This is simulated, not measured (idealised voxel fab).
The following is a process module called voxel wiring stack.
Square cell edge 5 nm, section width 220 nm, ID cut.
Cross-section, as written here: a square-cell grid given band by band from the top down, where a band holds one or more rows of cells.
For a band, the entry starts with two heights in nm, that of the top and then that of the bottom, and carries on with the band's materials in order from left to right, each alongside its width in nm; the word "throughout" beside a single material means it fills the band edge to edge, and "air" means empty space.
Height 0 is the level under which the wafer as received is all one material. The lowest band goes on downwards, as in "0 -> down".
Quick explanation for "30..40": the width changes in equal steps down the rows of cells, from the first number in the band's top row to the second number in its bottom row.
Reading "nothing altered" for a step: not a cell of the cross-section changed in it.
For the entry "Closed empty spaces", the listed items are empty spaces with no open way to the top whose size is 8 cells or more; each item follows the pattern width x height at distance, where distance is from the left edge and all three are in nm.
Where a step's line continues beyond its settings, the continuation is a remark by the simulator itself on that step.
If you see "overlay nm" on a step's line and that step has a mask, it's telling you how far right of where it was planned the mask ended up; a negative number means it went left instead.

PROCESS STEPS (PLANNED)
1 RECEIVE (material Si)
2 CONFORMAL_DEP (material SiO2; thk nm 15)
3 CONFORMAL_DEP (material SiN; thk nm 5)
4 DIRECTIONAL_DEP (material SiO2; thk nm 25)
5 DIRECTIONAL_DEP (material aC; thk nm 15)
6 PATTERN (tone open; mask id METAL_1; material resist; width nm 30; pitch nm 50; thk nm 35; overlay nm 0)
7 DIRECTIONAL_ETCH (etch materials aC; depth nm 15)
8 STRIP (etch materials resist)
9 DIRECTIONAL_ETCH (etch materials SiO2; depth nm 25)
10 DIRECTIONAL_ETCH (etch materials SiN; depth nm 5)
11 STRIP (etch materials aC)
12 CONFORMAL_DEP (material TiN; thk nm 5)
13 FILL_DEP (material W; thk nm 5)
14 CMP (height nm 45)
15 EPI (material Ru; thk nm 5)
16 FILL_DEP (material SiCN; thk nm 5)
17 DIRECTIONAL_DEP (material lowk; thk nm 35)
18 MASKED_ETCH (tone open; mask id METAL_2; width nm 30; pitch nm 50; etch materials lowk; depth nm 20; overlay nm 0)
19 MASKED_ETCH (tone open; mask id METAL_2_HOLES; width nm 15; pitch nm 50; etch materials lowk; depth nm 15; overlay nm 0)
20 MASKED_ETCH (tone open; mask id METAL_2_HOLES; width nm 15; pitch nm 50; etch materials SiCN; depth nm 5; overlay nm 0)
21 CONFORMAL_DEP (material TiN; thk nm 5)
22 FILL_DEP (material Cu; thk nm 10)
23 CMP (height nm 90)
24 CONFORMAL_DEP (material SiCN; thk nm 5)

FIRST WAFER, AS PLANNED

WAFER CROSS-SECTION ON RECEIPT, I.E. AFTER STEP 1
* 0 -> down = Si throughout
* Closed empty spaces: none

YOU'RE LOOKING AT A CROSS-SECTION OF THE WAFER AFTER STEP 2
* 15 -> 0 = SiO2 throughout
* Everything under 0 stays put, no change at all.

YOU'RE LOOKING AT A CROSS-SECTION OF THE WAFER AFTER STEP 3
* 20 -> 15 = SiN throughout
* Everything under 15 stays put, no change at all.

YOU'RE LOOKING AT A CROSS-SECTION OF THE WAFER AFTER STEP 4
* 45 -> 20 = SiO2 throughout
* Everything under 20 stays put, no change at all.

YOU'RE LOOKING AT A CROSS-SECTION OF THE WAFER AFTER STEP 5
* 60 -> 45 = aC throughout
* Everything under 45 stays put, no change at all.

YOU'RE LOOKING AT A CROSS-SECTION OF THE WAFER AFTER STEP 6
* 95 -> 60 = 20 resist | 30 air | 20 resist | 30 air | 20 resist | 30 air | 20 resist | 30 air | 20 resist
* Everything under 60 stays put, no change at all.

YOU'RE LOOKING AT A CROSS-SECTION OF THE WAFER AFTER STEP 7
* 80 -> 60 = 20 resist | 30 air | 20 resist | 30 air | 20 resist | 30 air | 20 resist | 30 air | 20 resist
* 60 -> 45 = 20 aC | 30 air | 20 aC | 30 air | 20 aC | 30 air | 20 aC | 30 air | 20 aC
* Everything under 45 stays put, no change at all.

YOU'RE LOOKING AT A CROSS-SECTION OF THE WAFER AFTER STEP 8
* 60 -> 45 = 20 aC | 30 air | 20 aC | 30 air | 20 aC | 30 air | 20 aC | 30 air | 20 aC
* Everything under 45 stays put, no change at all.

YOU'RE LOOKING AT A CROSS-SECTION OF THE WAFER AFTER STEP 9
* 60 -> 45 = 20 aC | 30 air | 20 aC | 30 air | 20 aC | 30 air | 20 aC | 30 air | 20 aC
* 45 -> 20 = 20 SiO2 | 30 air | 20 SiO2 | 30 air | 20 SiO2 | 30 air | 20 SiO2 | 30 air | 20 SiO2
* Everything under 20 stays put, no change at all.

YOU'RE LOOKING AT A CROSS-SECTION OF THE WAFER AFTER STEP 10
* 60 -> 45 = 20 aC | 30 air | 20 aC | 30 air | 20 aC | 30 air | 20 aC | 30 air | 20 aC
* 45 -> 20 = 20 SiO2 | 30 air | 20 SiO2 | 30 air | 20 SiO2 | 30 air | 20 SiO2 | 30 air | 20 SiO2
* 20 -> 15 = 20 SiN | 30 air | 20 SiN | 30 air | 20 SiN | 30 air | 20 SiN | 30 air | 20 SiN
* Everything under 15 stays put, no change at all.

YOU'RE LOOKING AT A CROSS-SECTION OF THE WAFER AFTER STEP 11
* 45 -> 20 = 20 SiO2 | 30 air | 20 SiO2 | 30 air | 20 SiO2 | 30 air | 20 SiO2 | 30 air | 20 SiO2
* Everything under 20 stays put, no change at all.

YOU'RE LOOKING AT A CROSS-SECTION OF THE WAFER AFTER STEP 12
* 50 -> 45 = 25 TiN | 20 air | 30 TiN | 20 air | 30 TiN | 20 air | 30 TiN | 20 air | 25 TiN
* 45 -> 20 = 20 SiO2 | 5 TiN | 20 air | 5 TiN | 20 SiO2 | 5 TiN | 20 air | 5 TiN | 20 SiO2 | 5 TiN | 20 air | 5 TiN | 20 SiO2 | 5 TiN | 20 air | 5 TiN | 20 SiO2
* 20 -> 15 = 20 SiN | 30 TiN | 20 SiN | 30 TiN | 20 SiN | 30 TiN | 20 SiN | 30 TiN | 20 SiN
* Everything under 15 stays put, no change at all.

YOU'RE LOOKING AT A CROSS-SECTION OF THE WAFER AFTER STEP 13
* 55 -> 50 = W throughout
* 50 -> 45 = 25 TiN | 20 W | 30 TiN | 20 W | 30 TiN | 20 W | 30 TiN | 20 W | 25 TiN
* 45 -> 20 = 20 SiO2 | 5 TiN | 20 W | 5 TiN | 20 SiO2 | 5 TiN | 20 W | 5 TiN | 20 SiO2 | 5 TiN | 20 W | 5 TiN | 20 SiO2 | 5 TiN | 20 W | 5 TiN | 20 SiO2
* Everything under 20 stays put, no change at all.

YOU'RE LOOKING AT A CROSS-SECTION OF THE WAFER AFTER STEP 14
* 45 -> 20 = 20 SiO2 | 5 TiN | 20 W | 5 TiN | 20 SiO2 | 5 TiN | 20 W | 5 TiN | 20 SiO2 | 5 TiN | 20 W | 5 TiN | 20 SiO2 | 5 TiN | 20 W | 5 TiN | 20 SiO2
* Everything under 20 stays put, no change at all.

YOU'RE LOOKING AT A CROSS-SECTION OF THE WAFER AFTER STEP 15
* 50 -> 45 = 15 air | 40 Ru | 10 air | 40 Ru | 10 air | 40 Ru | 10 air | 40 Ru | 15 air
* Everything under 45 stays put, no change at all.

YOU'RE LOOKING AT A CROSS-SECTION OF THE WAFER AFTER STEP 16
* 55 -> 50 = SiCN throughout
* 50 -> 45 = 15 SiCN | 40 Ru | 10 SiCN | 40 Ru | 10 SiCN | 40 Ru | 10 SiCN | 40 Ru | 15 SiCN
* Everything under 45 stays put, no change at all.

YOU'RE LOOKING AT A CROSS-SECTION OF THE WAFER AFTER STEP 17
* 90 -> 55 = lowk throughout
* Everything under 55 stays put, no change at all.

YOU'RE LOOKING AT A CROSS-SECTION OF THE WAFER AFTER STEP 18
* 90 -> 70 = 20 lowk | 30 air | 20 lowk | 30 air | 20 lowk | 30 air | 20 lowk | 30 air | 20 lowk
* Everything under 70 stays put, no change at all.

YOU'RE LOOKING AT A CROSS-SECTION OF THE WAFER AFTER STEP 19
* 90 -> 70 = 20 lowk | 30 air | 20 lowk | 30 air | 20 lowk | 30 air | 20 lowk | 30 air | 20 lowk
* 70 -> 55 = 20 lowk | 15 air | 35 lowk | 15 air | 35 lowk | 15 air | 35 lowk | 15 air | 35 lowk
* Everything under 55 stays put, no change at all.

YOU'RE LOOKING AT A CROSS-SECTION OF THE WAFER AFTER STEP 20
* 90 -> 70 = 20 lowk | 30 air | 20 lowk | 30 air | 20 lowk | 30 air | 20 lowk | 30 air | 20 lowk
* 70 -> 55 = 20 lowk | 15 air | 35 lowk | 15 air | 35 lowk | 15 air | 35 lowk | 15 air | 35 lowk
* 55 -> 50 = 20 SiCN | 15 air | 35 SiCN | 15 air | 35 SiCN | 15 air | 35 SiCN | 15 air | 35 SiCN
* Everything under 50 stays put, no change at all.

YOU'RE LOOKING AT A CROSS-SECTION OF THE WAFER AFTER STEP 21
* 95 -> 90 = 25 TiN | 20 air | 30 TiN | 20 air | 30 TiN | 20 air | 30 TiN | 20 air | 25 TiN
* 90 -> 75 = 20 lowk | 5 TiN | 20 air | 5 TiN | 20 lowk | 5 TiN | 20 air | 5 TiN | 20 lowk | 5 TiN | 20 air | 5 TiN | 20 lowk | 5 TiN | 20 air | 5 TiN | 20 lowk
* 75 -> 70 = 20 lowk | 5 TiN | 5 air | 20 TiN | 20 lowk | 5 TiN | 5 air | 20 TiN | 20 lowk | 5 TiN | 5 air | 20 TiN | 20 lowk | 5 TiN | 5 air | 20 TiN | 20 lowk
* 70 -> 55 = 20 lowk | 5 TiN | 5 air | 5 TiN | 35 lowk | 5 TiN | 5 air | 5 TiN | 35 lowk | 5 TiN | 5 air | 5 TiN | 35 lowk | 5 TiN | 5 air | 5 TiN | 35 lowk
* 55 -> 50 = 20 SiCN | 15 TiN | 35 SiCN | 15 TiN | 35 SiCN | 15 TiN | 35 SiCN | 15 TiN | 35 SiCN
* Everything under 50 stays put, no change at all.

YOU'RE LOOKING AT A CROSS-SECTION OF THE WAFER AFTER STEP 22
* 105 -> 95 = Cu throughout
* 95 -> 90 = 25 TiN | 20 Cu | 30 TiN | 20 Cu | 30 TiN | 20 Cu | 30 TiN | 20 Cu | 25 TiN
* 90 -> 75 = 20 lowk | 5 TiN | 20 Cu | 5 TiN | 20 lowk | 5 TiN | 20 Cu | 5 TiN | 20 lowk | 5 TiN | 20 Cu | 5 TiN | 20 lowk | 5 TiN | 20 Cu | 5 TiN | 20 lowk
* 75 -> 70 = 20 lowk | 5 TiN | 5 Cu | 20 TiN | 20 lowk | 5 TiN | 5 Cu | 20 TiN | 20 lowk | 5 TiN | 5 Cu | 20 TiN | 20 lowk | 5 TiN | 5 Cu | 20 TiN | 20 lowk
* 70 -> 55 = 20 lowk | 5 TiN | 5 Cu | 5 TiN | 35 lowk | 5 TiN | 5 Cu | 5 TiN | 35 lowk | 5 TiN | 5 Cu | 5 TiN | 35 lowk | 5 TiN | 5 Cu | 5 TiN | 35 lowk
* Everything under 55 stays put, no change at all.

YOU'RE LOOKING AT A CROSS-SECTION OF THE WAFER AFTER STEP 23
* 90 -> 75 = 20 lowk | 5 TiN | 20 Cu | 5 TiN | 20 lowk | 5 TiN | 20 Cu | 5 TiN | 20 lowk | 5 TiN | 20 Cu | 5 TiN | 20 lowk | 5 TiN | 20 Cu | 5 TiN | 20 lowk
* Everything under 75 stays put, no change at all.

YOU'RE LOOKING AT A CROSS-SECTION OF THE WAFER AFTER STEP 24
* 95 -> 90 = SiCN throughout
* Everything under 90 stays put, no change at all.

SECOND WAFER. START AND PLAN AS FOR THE FIRST. ONE MISTAKE MADE IN RUNNING. AGREES WITH THE FIRST UP TO AND INCLUDING STEP 16

THE SECOND WAFER CUT THROUGH, AT THE TIME STEP 17 WAS SUPPOSED TO BE FINISHED
* 125 -> 55 = lowk throughout
* Everything under 55 stays put, no change at all.

THE SECOND WAFER CUT THROUGH, AT THE TIME STEP 18 WAS SUPPOSED TO BE FINISHED
* 125 -> 105 = 20 lowk | 30 air | 20 lowk | 30 air | 20 lowk | 30 air | 20 lowk | 30 air | 20 lowk
* Everything under 105 stays put, no change at all.

THE SECOND WAFER CUT THROUGH, AT THE TIME STEP 19 WAS SUPPOSED TO BE FINISHED
* 125 -> 105 = 20 lowk | 30 air | 20 lowk | 30 air | 20 lowk | 30 air | 20 lowk | 30 air | 20 lowk
* 105 -> 90 = 20 lowk | 15 air | 35 lowk | 15 air | 35 lowk | 15 air | 35 lowk | 15 air | 35 lowk
* Everything under 90 stays put, no change at all.

The second wafer cut through, at the time step 20 was supposed to be finished: nothing altered

THE SECOND WAFER CUT THROUGH, AT THE TIME STEP 21 WAS SUPPOSED TO BE FINISHED
* 130 -> 125 = 25 TiN | 20 air | 30 TiN | 20 air | 30 TiN | 20 air | 30 TiN | 20 air | 25 TiN
* 125 -> 110 = 20 lowk | 5 TiN | 20 air | 5 TiN | 20 lowk | 5 TiN | 20 air | 5 TiN | 20 lowk | 5 TiN | 20 air | 5 TiN | 20 lowk | 5 TiN | 20 air | 5 TiN | 20 lowk
* 110 -> 105 = 20 lowk | 5 TiN | 5 air | 20 TiN | 20 lowk | 5 TiN | 5 air | 20 TiN | 20 lowk | 5 TiN | 5 air | 20 TiN | 20 lowk | 5 TiN | 5 air | 20 TiN | 20 lowk
* 105 -> 95 = 20 lowk | 5 TiN | 5 air | 5 TiN | 35 lowk | 5 TiN | 5 air | 5 TiN | 35 lowk | 5 TiN | 5 air | 5 TiN | 35 lowk | 5 TiN | 5 air | 5 TiN | 35 lowk
* 95 -> 90 = 20 lowk | 15 TiN | 35 lowk | 15 TiN | 35 lowk | 15 TiN | 35 lowk | 15 TiN | 35 lowk
* Everything under 90 stays put, no change at all.

THE SECOND WAFER CUT THROUGH, AT THE TIME STEP 22 WAS SUPPOSED TO BE FINISHED
* 140 -> 130 = Cu throughout
* 130 -> 125 = 25 TiN | 20 Cu | 30 TiN | 20 Cu | 30 TiN | 20 Cu | 30 TiN | 20 Cu | 25 TiN
* 125 -> 110 = 20 lowk | 5 TiN | 20 Cu | 5 TiN | 20 lowk | 5 TiN | 20 Cu | 5 TiN | 20 lowk | 5 TiN | 20 Cu | 5 TiN | 20 lowk | 5 TiN | 20 Cu | 5 TiN | 20 lowk
* 110 -> 105 = 20 lowk | 5 TiN | 5 Cu | 20 TiN | 20 lowk | 5 TiN | 5 Cu | 20 TiN | 20 lowk | 5 TiN | 5 Cu | 20 TiN | 20 lowk | 5 TiN | 5 Cu | 20 TiN | 20 lowk
* 105 -> 95 = 20 lowk | 5 TiN | 5 Cu | 5 TiN | 35 lowk | 5 TiN | 5 Cu | 5 TiN | 35 lowk | 5 TiN | 5 Cu | 5 TiN | 35 lowk | 5 TiN | 5 Cu | 5 TiN | 35 lowk
* Everything under 95 stays put, no change at all.

THE SECOND WAFER CUT THROUGH, AT THE TIME STEP 23 WAS SUPPOSED TO BE FINISHED
* 90 -> 55 = lowk throughout
* Everything under 55 stays put, no change at all.

THE SECOND WAFER CUT THROUGH, AT THE TIME STEP 24 WAS SUPPOSED TO BE FINISHED
* 95 -> 90 = SiCN throughout
* Everything under 90 stays put, no change at all.
Want to know what went wrong? the plan's step 17 ran twice
The closing comparison, in cells, has the second wafer with more or fewer of some materials than the first: 64 fewer of Cu, 12 more of SiCN, 80 fewer of TiN, 132 more of lowk
